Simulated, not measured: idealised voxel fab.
The following process module bears the name voxel self aligned vias.
Pictured: cross-section cut, 160 nm wide, on a grid of 5 nm square cells.
A cross-section is written here as square cells arranged in a grid, and it is given in bands from the top down, each band taking up one or more rows of cells. The band entry comprises the height of the band's top followed by the height of its bottom, expressed in nm, and subsequently the band's materials from left to right, each stated together with its width in nm. Where a single material is marked with the word "throughout", that material fills the band from edge to edge. The word "empty" represents empty space. It should be noted that heights are counted from 0, beneath which the wafer as supplied is of one material throughout, and that the lowest band possesses no lower boundary but continues downward, as written in "top 0, no bottom". The two numbers in a width such as "30->40" mark its ends across the band: the first belongs to the top row of cells, the second to the bottom row, and from each row to the next the width moves by the same amount. "remained the same", as given for a step, is the statement that not any cell of the cross-section underwent a change during that step. "Closed void list" enumerates empty spaces isolated from the top, with no open way to it, that contain at least 8 cells, giving each as width x height at distance from the left edge, all three in nm. Post-settings text on a step line: simulator's own remark regarding the step. overlay nm: on a step with a mask, how far right of its planned place the mask lay; negative means left.
Process steps - plan
1) RECEIVE,material Si
2) CONFORMAL_DEP,material SiO2,thk nm 15
3) CONFORMAL_DEP,material SiCN,thk nm 5
4) DIRECTIONAL_DEP,material SiO2,thk nm 30
5) DIRECTIONAL_DEP,material aC,thk nm 10
6) PATTERN,tone open,mask id LINES,material resist,width nm 20,pitch nm 55,thk nm 25,overlay nm 0
7) DIRECTIONAL_ETCH,etch materials aC,depth nm 10
8) STRIP,etch materials resist
9) DIRECTIONAL_ETCH,etch materials SiO2,depth nm 30
10) STRIP,etch materials aC
11) CONFORMAL_DEP,material TiN,thk nm 5
12) FILL_DEP,material Ru,thk nm 10
13) CMP,height nm 50
14) SELECTIVE_ETCH,etch materials W Ru TiN,depth nm 10
15) FILL_DEP,material SiN,thk nm 10
16) CMP,height nm 50
17) DIRECTIONAL_DEP,material SiO2,thk nm 20
18) PATTERN,tone open,mask id VIAS,material resist,width nm 30,thk nm 20,overlay nm 0
19) DIRECTIONAL_ETCH,etch materials SiO2,depth nm 20
20) DIRECTIONAL_ETCH,etch materials SiN,depth nm 10
21) STRIP,etch materials resist
22) CONFORMAL_DEP,material TiN,thk nm 5
23) FILL_DEP,material Cu,thk nm 5
24) CMP,height nm 70
25) CONFORMAL_DEP,material SiN,thk nm 5
Cross-section of the wafer as it came to us, i.e., already through step 1
* top 0, no bottom  Si throughout
* Closed void list: none
Cross-sectional result after module completion. Note: starting condition and plan are unchanged from above; one processing mistake was made
* top 75, bottom 70  SiN throughout
* top 70, bottom 55  SiO2 (35)  TiN (5)  Cu (20)  TiN (5)  SiO2 (95)
* top 55, bottom 50  SiO2 (35)  TiN (5)  Cu (10)  TiN (15)  SiO2 (95)
* top 50, bottom 45  SiO2 (35)  TiN (5)  Cu (10)  TiN (5)  SiO2 (35)  SiN (20)  SiO2 (50)
* top 45, bottom 40  SiO2 (35)  TiN (20)  SiO2 (35)  SiN (20)  SiO2 (50)
* top 40, bottom 25  SiO2 (35)  TiN (5)  Ru (10)  TiN (5)  SiO2 (35)  TiN (5)  Ru (10)  TiN (5)  SiO2 (50)
* top 25, bottom 20  SiO2 (35)  TiN (20)  SiO2 (35)  TiN (20)  SiO2 (50)
* top 20, bottom 15  SiCN throughout
* top 15, bottom 0  SiO2 throughout
* top 0, no bottom  Si throughout
* Closed void list: none
what went wrong: step 6 ran differently from the plan; actual operation with settings: PATTERN,tone open,mask id LINES,material resist,width nm 20,pitch nm 55,thk nm 25,overlay nm -5
